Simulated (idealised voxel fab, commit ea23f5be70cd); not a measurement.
Name of the process module below: voxel fin reveal
Section shown: cut. Width: 245 nm. Cell size: 5 nm, square.
Just so we're on the same page, the cross-sections are grids of square cells, and they're listed out in bands top to bottom, each band one or more rows deep.
Basically the band line says how high the top is and how high the bottom is, in nm, and then what's in it from left to right, every material with its width in nm. Empty space shows up as "empty", and if a single material carries "everywhere" it runs the full band edge to edge.
Height is counted from the level 0, under which the received wafer is composed throughout of one material. The lowest of the bands is not closed at the bottom but continues downward, in the notation "0 and below".
With a width like "30 to 40", each row of cells in the band differs from the next by the same amount, the top row carrying the first number and the bottom row the second.
It should be understood that the words "everything unchanged", when stated for a given step, signify that the cross-section underwent no change in any of its cells during that step.
"Non-vented voids" contains a list of empty spaces, each no smaller than 8 cells and without an open way to the top, written in the form width x height at distance with the distance from the left edge and all three in nm.
Read whatever lies past the settings on a step's line as the simulator's own remark about the step.
"overlay nm", when on a step's line for a step with a mask, measures how far to the right of its planned place the mask lay; a negative measure means to the left.

STEPS IN THE PROCESS PLAN
1) RECEIVE, material Si
2) CONFORMAL_DEP, material SiN, thk nm 5
3) MASKED_ETCH, tone cover, mask id FINS, width nm 15, pitch nm 45, etch materials SiN, depth nm 5, overlay nm 0
4) MASKED_ETCH, tone cover, mask id FINS, width nm 15, pitch nm 45, etch materials Si, depth nm 30, overlay nm 0
5) OXIDIZE, depth nm 5
6) FILL_DEP, material SiO2, thk nm 10
7) CMP, height nm 5
8) SELECTIVE_ETCH, etch materials SiO2, depth nm 20
9) STRIP, etch materials SiN
10) CONFORMAL_DEP, material HfO2, thk nm 5

SHOWN IN CROSS-SECTION IS THE WAFER AS RECEIVED, THAT IS, AS IT STANDS AFTER STEP 1
0 and below  Si everywhere
Non-vented voids: none

FINAL CROSS-SECTION, MODULE RUN WITH ONE MISTAKE (START AND PLAN AS ABOVE)
5 down to 0  70 empty; 15 SiO2; 30 empty; 15 SiO2; 30 empty; 15 SiO2; 70 empty
0 down to -10  70 empty; 5 SiO2; 5 Si; 5 SiO2; 30 empty; 5 SiO2; 5 Si; 5 SiO2; 30 empty; 5 SiO2; 5 Si; 5 SiO2; 70 empty
-10 down to -35  75 SiO2; 5 Si; 40 SiO2; 5 Si; 40 SiO2; 5 Si; 75 SiO2
-35 and below  Si everywhere
Non-vented voids: none
Here's what went sideways: step 10 changed vs plan, executed as CONFORMAL_DEP, material SiO2, thk nm 5
